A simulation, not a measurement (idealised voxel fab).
The process module that follows is named voxel tone inversion.
Displayed cross-section: cut, width of 280 nm, square cells sized 5 nm.
Each cross-section below is a grid of square cells, stated as bands in top-down order, with one or more rows of cells making up each band. Band entry format. Leading values: height of top, height of bottom, nm. Remainder: materials in left-to-right order, each with its width in nm. Special words: "all across" on a single material, which then fills the band edge to edge; "blank", empty space. Heights are reckoned from 0. Under this level, the received wafer is all of one material. The bottommost band is open-ended downward, for example "0 and below". The two numbers in a width such as "30..40" mark its ends across the band: the first belongs to the top row of cells, the second to the bottom row, and from each row to the next the width moves by the same amount. A step reported as "everything unchanged" is a step in which no cell of the cross-section changed. The entry titled "Closed void listing" provides the empty spaces that have no open way to the top, restricted to those of 8 cells or more. Each is presented as width x height at distance, the distance being measured from the left edge, with all three in nm. Formally, on a step line, whatever follows the settings is a remark that the simulator itself makes on the step. On any step carrying a mask, the "overlay nm" setting, if present on the step's line, tells how far right of its planned place the mask lay; negative values point to the left.

Steps in the process plan:
step 1: RECEIVE | material Si
step 2: CONFORMAL_DEP | material SiN | thk nm 10
step 3: DIRECTIONAL_DEP | material aC | thk nm 20
step 4: PATTERN | tone cover | mask id POSTS | material resist | width nm 20 | pitch nm 40 | thk nm 30 | overlay nm 0
step 5: DIRECTIONAL_ETCH | etch materials aC | depth nm 20
step 6: STRIP | etch materials resist
step 7: FILL_DEP | material lowk | thk nm 5
step 8: CMP | height nm 30
step 9: STRIP | etch materials aC
step 10: CONFORMAL_DEP | material TiN | thk nm 5
step 11: FILL_DEP | material Ru | thk nm 5
step 12: CMP | height nm 30
step 13: CONFORMAL_DEP | material SiCN | thk nm 5

As-received wafer cross-section (after step 1):
    0 and below: Si all across
    Closed void listing: none

Cross-section at module end, one run error; start and plan unchanged from above:
    35 down to 30: SiCN all across
    30 down to 15: 95 lowk, 5 TiN, 5 Ru, 5 TiN, 25 lowk, 5 TiN, 5 Ru, 5 TiN, 25 lowk, 5 TiN, 5 Ru, 5 TiN, 90 lowk
    15 down to 10: 95 lowk, 15 TiN, 25 lowk, 15 TiN, 25 lowk, 15 TiN, 90 lowk
    10 down to 0: SiN all across
    0 and below: Si all across
    Closed void listing: none
Which mistake was made when the wafer was run? planned and actual differ for step 4; actual: PATTERN | tone cover | mask id POSTS | material resist | width nm 15 | pitch nm 40 | thk nm 30 | overlay nm 0
